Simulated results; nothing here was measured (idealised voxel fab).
Process module, titled voxel transistor to metal
Cross-section cut spans 205 nm and uses square cells 5 nm in size.
A cross-section is written here as square cells arranged in a grid, and it is given in bands from the top down, each band taking up one or more rows of cells. For a band, the entry starts with two heights in nm, that of the top and then that of the bottom, and carries on with the band's materials in order from left to right, each alongside its width in nm; the word "throughout" beside a single material means it fills the band edge to edge, and "air" means empty space. Height 0 is the level under which the wafer as received is all one material. The lowest band goes on downwards, as in "z 0 and below". Note: "30->40" means the width goes from the first number (top row of the band) to the second number (bottom row) in equal steps per row of cells. The cross-section has no changed cell in any step marked "nothing changed". The label "Enclosed void listing" introduces a list of the empty spaces, 8 cells or larger, that have no open way up to the top; each entry in it reads width x height at distance, where the distance is taken from the left edge and all three are stated in nm. Step line, after settings: the simulator's comment on this step. The "overlay nm" setting may appear on a step's line; for a step that uses a mask, it gives how far to the right of its planned position the mask lay, and a negative value indicates the left.

# The process steps that were planned are listed below
| 1 | RECEIVE, material Si |
| 2 | OXIDIZE, depth nm 5 |
| 3 | CONFORMAL_DEP, material SiN, thk nm 10 |
| 4 | PATTERN, tone cover, mask id ACTIVE, material resist, width nm 110, thk nm 15, overlay nm 0 |
| 5 | DIRECTIONAL_ETCH, etch materials SiN, depth nm 10 |
| 6 | DIRECTIONAL_ETCH, etch materials SiO2, depth nm 5 |
| 7 | DIRECTIONAL_ETCH, etch materials Si, depth nm 35 |
| 8 | STRIP, etch materials resist |
| 9 | OXIDIZE, depth nm 5 |
| 10 | FILL_DEP, material SiO2, thk nm 15 |
| 11 | CMP, height nm 10 |
| 12 | SELECTIVE_ETCH, etch materials SiO2, depth nm 10 |
| 13 | STRIP, etch materials SiN |
| 14 | SELECTIVE_ETCH, etch materials SiO2, depth nm 5 |
| 15 | OXIDIZE, depth nm 5 |
| 16 | DIRECTIONAL_DEP, material polySi, thk nm 25 |
| 17 | DIRECTIONAL_DEP, material SiCN, thk nm 15 |
| 18 | MASKED_ETCH, tone cover, mask id GATE, width nm 20, etch materials SiCN, depth nm 25, overlay nm 0 |
| 19 | MASKED_ETCH, tone cover, mask id GATE, width nm 20, etch materials polySi, depth nm 35, overlay nm 0 |
| 20 | CONFORMAL_DEP, material SiN, thk nm 5 |
| 21 | DIRECTIONAL_ETCH, etch materials SiN, depth nm 5 |
| 22 | DIRECTIONAL_ETCH, etch materials SiO2, depth nm 5 |
| 23 | DIRECTIONAL_ETCH, etch materials Si, depth nm 5 |
| 24 | EPI, material pSi, thk nm 10 |
| 25 | FILL_DEP, material SiO2, thk nm 10 |
| 26 | CMP, height nm 35 |
| 27 | DIRECTIONAL_DEP, material SiO2, thk nm 10 |
| 28 | DIRECTIONAL_DEP, material aC, thk nm 15 |
| 29 | PATTERN, tone open, mask id CONTACT, material resist, width nm 15, pitch nm 75, thk nm 30, overlay nm 0 |
| 30 | DIRECTIONAL_ETCH, etch materials aC, depth nm 15 |
| 31 | STRIP, etch materials resist |
| 32 | DIRECTIONAL_ETCH, etch materials SiO2, depth nm 50 |
| 33 | STRIP, etch materials aC |
| 34 | CONFORMAL_DEP, material TiN, thk nm 5 |
| 35 | FILL_DEP, material W, thk nm 5 |
| 36 | CMP, height nm 45 |
| 37 | DIRECTIONAL_DEP, material TiN, thk nm 5 |
| 38 | DIRECTIONAL_DEP, material W, thk nm 25 |
| 39 | PATTERN, tone cover, mask id METAL_1, material resist, width nm 15, pitch nm 75, thk nm 15, overlay nm 0 |
| 40 | DIRECTIONAL_ETCH, etch materials W, depth nm 25 |
| 41 | DIRECTIONAL_ETCH, etch materials TiN, depth nm 5 |
| 42 | STRIP, etch materials resist |
| 43 | FILL_DEP, material lowk, thk nm 10 |
| 44 | CMP, height nm 75 |
| 45 | CONFORMAL_DEP, material SiCN, thk nm 5 |
| 46 | DIRECTIONAL_DEP, material lowk, thk nm 35 |
| 47 | MASKED_ETCH, tone open, mask id METAL_2, width nm 15, pitch nm 75, etch materials lowk, depth nm 20, overlay nm 0 |
| 48 | MASKED_ETCH, tone open, mask id METAL_2_HOLES, width nm 15, pitch nm 75, etch materials lowk, depth nm 15, overlay nm 0 |
| 49 | MASKED_ETCH, tone open, mask id METAL_2_HOLES, width nm 15, pitch nm 75, etch materials SiCN, depth nm 5, overlay nm 0 |
| 50 | CONFORMAL_DEP, material TiN, thk nm 5 |
| 51 | FILL_DEP, material Cu, thk nm 5 |
| 52 | CMP, height nm 115 |
| 53 | CONFORMAL_DEP, material SiN, thk nm 5 |

# Cross-section of the incoming wafer, state after step 1
* z 0 and below = Si throughout
* Enclosed void listing: none

# Below is the wafer in cross-section after the module was completed. It began from the starting point shown above and followed the plan shown above, except that one mistake was made while running it
* z 120 to 115 = SiN throughout
* z 115 to 80 = lowk (55), then TiN (5), then Cu (5), then TiN (5), then lowk (60), then TiN (5), then Cu (5), then TiN (5), then lowk (60)
* z 80 to 75 = SiCN (55), then TiN (15), then SiCN (60), then TiN (15), then SiCN (60)
* z 75 to 50 = lowk (55), then W (15), then lowk (60), then W (15), then lowk (60)
* z 50 to 45 = lowk (55), then TiN (15), then lowk (60), then TiN (15), then lowk (60)
* z 45 to 35 = SiO2 (55), then TiN (5), then W (5), then TiN (5), then SiO2 (60), then TiN (5), then W (5), then TiN (5), then SiO2 (60)
* z 35 to 20 = SiO2 (55), then TiN (5), then W (5), then TiN (5), then SiO2 (15), then SiN (5), then SiCN (20), then SiN (5), then SiO2 (15), then TiN (5), then W (5), then TiN (5), then SiO2 (60)
* z 20 to 0 = SiO2 (55), then TiN (5), then W (5), then TiN (5), then SiO2 (15), then SiN (5), then polySi (20), then SiN (5), then SiO2 (15), then TiN (5), then W (5), then TiN (5), then SiO2 (60)
* z 0 to -5 = SiO2 (55), then TiN (15), then SiO2 (15), then SiN (5), then polySi (20), then SiN (5), then SiO2 (15), then TiN (15), then SiO2 (60)
* z -5 to -10 = SiO2 (80), then pSi (5), then SiO2 (30), then pSi (5), then SiO2 (85)
* z -10 to -15 = SiO2 (50), then pSi (35), then Si (30), then pSi (35), then SiO2 (55)
* z -15 to -45 = SiO2 (50), then Si (100), then SiO2 (55)
* z -45 and below = Si throughout
* Enclosed void listing: none
Heads up, the wafer didn't run the way we planned it: planned and actual differ for step 24; actual: EPI, material pSi, thk nm 5
